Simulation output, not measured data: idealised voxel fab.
process module | voxel released beams
cross-section cut | 175 nm wide | cells 5 nm
A cross-section is a grid of square cells, given in bands from the top down. A band is one or more rows of cells.
Each band's line starts with the height of the band's top and of its bottom, in nm. Then come its materials from left to right, each with its width in nm. One material with "throughout" fills the band from edge to edge. "air" is empty space.
Height 0 is the level under which the wafer as received is all one material. The lowest band goes on downwards, as in "0 down".
A width such as "30 to 40" changes by the same amount from each row of cells to the next, from the band's top row to its bottom row.
"no change" after a step means that no cell of the cross-section changed.
closed voids: empty space of 8 cells or more with no open way to the top, each as width x height at its distance from the left edge, in nm
after a step's settings: what the simulator itself notes on the step
overlay nm, on a step with a mask: how far to the right of its planned place the mask lay; to the left if negative
plan
1 op RECEIVE | material Si
2 op CONFORMAL_DEP | material SiN | thk nm 5
3 op DIRECTIONAL_DEP | material SiO2 | thk nm 15
4 op PATTERN | tone open | mask id ANCHOR | material resist | width nm 15 | thk nm 15 | overlay nm 0
5 op DIRECTIONAL_ETCH | etch materials SiO2 | depth nm 15
6 op STRIP | etch materials resist
7 op CONFORMAL_DEP | material TiN | thk nm 10
8 op DIRECTIONAL_DEP | material aC | thk nm 15
9 op PATTERN | tone cover | mask id BEAM | material resist | width nm 95 | thk nm 30 | overlay nm 0
10 op DIRECTIONAL_ETCH | etch materials aC | depth nm 15
11 op STRIP | etch materials resist
12 op DIRECTIONAL_ETCH | etch materials TiN | depth nm 10
13 op STRIP | etch materials aC
14 op STRIP | etch materials SiO2
varied across the wafers: width nm of step 4. The plan shows the first wafer's value. All wafers start alike
first wafer as received, after step 1
  0 down: Si throughout
  closed voids: none
first wafer at the end, after step 14
  30 to 20: air 35 | TiN 95 | air 45
  20 to 5: air 45 | TiN 15 | air 115
  5 to 0: SiN throughout
  0 down: Si throughout
  closed voids: none
last wafer at the end
  30 to 20: air 35 | TiN 10 | air 20 | TiN 65 | air 45
  20 to 15: air 35 | TiN 10 | air 20 | TiN 10 | air 100
  15 to 5: air 35 | TiN 40 | air 100
  5 to 0: SiN throughout
  0 down: Si throughout
  closed voids: none
each wafer at the end: cells of each material gained (+) or lost (-) since it was received, then its closed voids
width nm 15 | +35 SiN | +47 TiN | closed voids: none
width nm 20 | +35 SiN | +50 TiN | closed voids: none
width nm 25 | +35 SiN | +50 TiN | closed voids: none
width nm 30 | +35 SiN | +50 TiN | closed voids: none
width nm 35 | +35 SiN | +50 TiN | closed voids: none
width nm 40 | +35 SiN | +50 TiN | closed voids: none
